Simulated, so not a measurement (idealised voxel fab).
process module | voxel trench capacitor
Xsec cut, 270 nm wide, square cell size 5 nm.
If you're reading a cross-section in this doc, picture square cells in a grid; it comes to you as bands, top ones listed first down to the bottom, and a band can be one or more rows of cells.
This entry defines a band. It first specifies the height of the band's top and the height of its bottom in nm, and then specifies the band's materials from left to right, stating each material with its width in nm. The word "everywhere" identifies a single material that fills the band from edge to edge, while the word "blank" identifies empty space.
Counting heights begins at 0, where everything beneath is, in the wafer as received, one material. The lowest band has no bottom; it goes on downwards, as "from 0 down" shows.
The width entry "30..40" should be interpreted row by row: the top row of cells in the band takes the first number, the bottom row takes the second number, and the change between adjacent rows is uniform throughout.
Take "everything unchanged" at face value: in the step it is given for, the cross-section changed in none of its cells.
For the entry "Trapped voids", the listed items are empty spaces with no open way to the top whose size is 8 cells or more; each item follows the pattern width x height at distance, where distance is from the left edge and all three are in nm.
The remark found on a step's line after its settings is issued by the simulator itself and pertains to that step.
overlay nm: right-of-plan distance of the mask on a masked step; negative values mean left-of-plan.

-- Planned process steps
1 RECEIVE: material Si
2 CONFORMAL_DEP: material SiN, thk nm 5
3 MASKED_ETCH: tone open, mask id TRENCH, width nm 15, pitch nm 40, etch materials SiN, depth nm 5, overlay nm 0
4 MASKED_ETCH: tone open, mask id TRENCH, width nm 15, pitch nm 40, etch materials Si, depth nm 30, overlay nm 0
5 CONFORMAL_DEP: material Al2O3, thk nm 5
6 FILL_DEP: material polySi, thk nm 10
7 CMP: height nm 5

-- Incoming wafer in cross-section (state: after step 1)
> from 0 down = Si everywhere
> Trapped voids: none

-- Wafer at module end, in section. Began as above, planned as above, run with one mistake
> from 5 to 0 = SiN=80, Al2O3=10, polySi=5, Al2O3=10, SiN=15, Al2O3=10, polySi=5, Al2O3=10, SiN=15, Al2O3=10, polySi=5, Al2O3=10, SiN=85
> from 0 to -25 = Si=85, Al2O3=5, polySi=5, Al2O3=5, Si=25, Al2O3=5, polySi=5, Al2O3=5, Si=25, Al2O3=5, polySi=5, Al2O3=5, Si=90
> from -25 to -30 = Si=85, Al2O3=15, Si=25, Al2O3=15, Si=25, Al2O3=15, Si=90
> from -30 down = Si everywhere
> Trapped voids: none
Which mistake was made when the wafer was run? step 3: run off-plan, actual operation and settings MASKED_ETCH: tone open, mask id TRENCH, width nm 25, pitch nm 40, etch materials SiN, depth nm 5, overlay nm 0
